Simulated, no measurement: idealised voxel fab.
Documented hereafter: the process module known as voxel self aligned vias.
For reference, the cross-section in this document is cut, with width 165 nm and square cells of 5 nm.
Heads up, the way a cross-section reads in here is a grid of square cells, handed over as bands from the top down, with every band being one or more rows of cells. Top height, bottom height, nm. Materials left to right, width each, nm. Single material + "throughout" = fills band edge to edge. "empty" = empty. Heights are reckoned from 0. Under this level, the received wafer is all of one material. The bottommost band is open-ended downward, for example "0 -> down". Quick explanation for "30->40": the width changes in equal steps down the rows of cells, from the first number in the band's top row to the second number in its bottom row. Where a step carries "nothing altered", the cross-section came out of it unchanged, cell for cell. Entry "Internal closed voids" = empty spaces >= 8 cells with no open way to the top; each as width x height at distance, distance from left edge, all nm. Heads up: the bit after the settings on a step's line is the simulator's remark on that step. For masked steps, "overlay nm" on the step line gives how far right of plan the mask actually lay; a minus sign means it lay to the left.

**These are the steps we planned for the process**
1: RECEIVE | material Si
2: CONFORMAL_DEP | material SiO2 | thk nm 15
3: CONFORMAL_DEP | material SiCN | thk nm 5
4: DIRECTIONAL_DEP | material lowk | thk nm 30
5: PATTERN | tone open | mask id LINES | material resist | width nm 30 | pitch nm 80 | thk nm 20 | overlay nm 0
6: DIRECTIONAL_ETCH | etch materials lowk | depth nm 30
7: STRIP | etch materials resist
8: CONFORMAL_DEP | material TiN | thk nm 5
9: FILL_DEP | material W | thk nm 10
10: CMP | height nm 45
11: SELECTIVE_ETCH | etch materials W Ru TiN | depth nm 10
12: FILL_DEP | material SiN | thk nm 5
13: CMP | height nm 50
14: DIRECTIONAL_DEP | material lowk | thk nm 20
15: DIRECTIONAL_DEP | material aC | thk nm 10
16: PATTERN | tone open | mask id VIAS | material resist | width nm 50 | pitch nm 80 | thk nm 30 | overlay nm 0
17: DIRECTIONAL_ETCH | etch materials aC | depth nm 10
18: STRIP | etch materials resist
19: DIRECTIONAL_ETCH | etch materials lowk | depth nm 20
20: DIRECTIONAL_ETCH | etch materials SiN | depth nm 10
21: STRIP | etch materials aC
22: CONFORMAL_DEP | material TiN | thk nm 5
23: FILL_DEP | material W | thk nm 10
24: CMP | height nm 70
25: CONFORMAL_DEP | material SiCN | thk nm 5
All wafers enter the flow in the same state. The height nm at step 10 differs from wafer to wafer, and the plan gives the value for the first wafer.

**first wafer as received, after step 1**
* 0 -> down | Si throughout
* Internal closed voids: none

**Below: a row per wafer. Contents at end of module: for every material, cells gained since receipt (+) or lost since receipt (-); then closed voids**
height nm 45 | +66 SiCN | +25 SiN | +99 SiO2 | +60 TiN | +88 W | +157 lowk | Internal closed voids: none
height nm 50 | +66 SiCN | +99 SiO2 | +64 TiN | +88 W | +178 lowk | Internal closed voids: none
height nm 55 | +66 SiCN | +99 SiO2 | +64 TiN | +88 W | +178 lowk | Internal closed voids: none
height nm 60 | +66 SiCN | +99 SiO2 | +64 TiN | +88 W | +178 lowk | Internal closed voids: none
height nm 65 | +66 SiCN | +99 SiO2 | +64 TiN | +88 W | +178 lowk | Internal closed voids: none
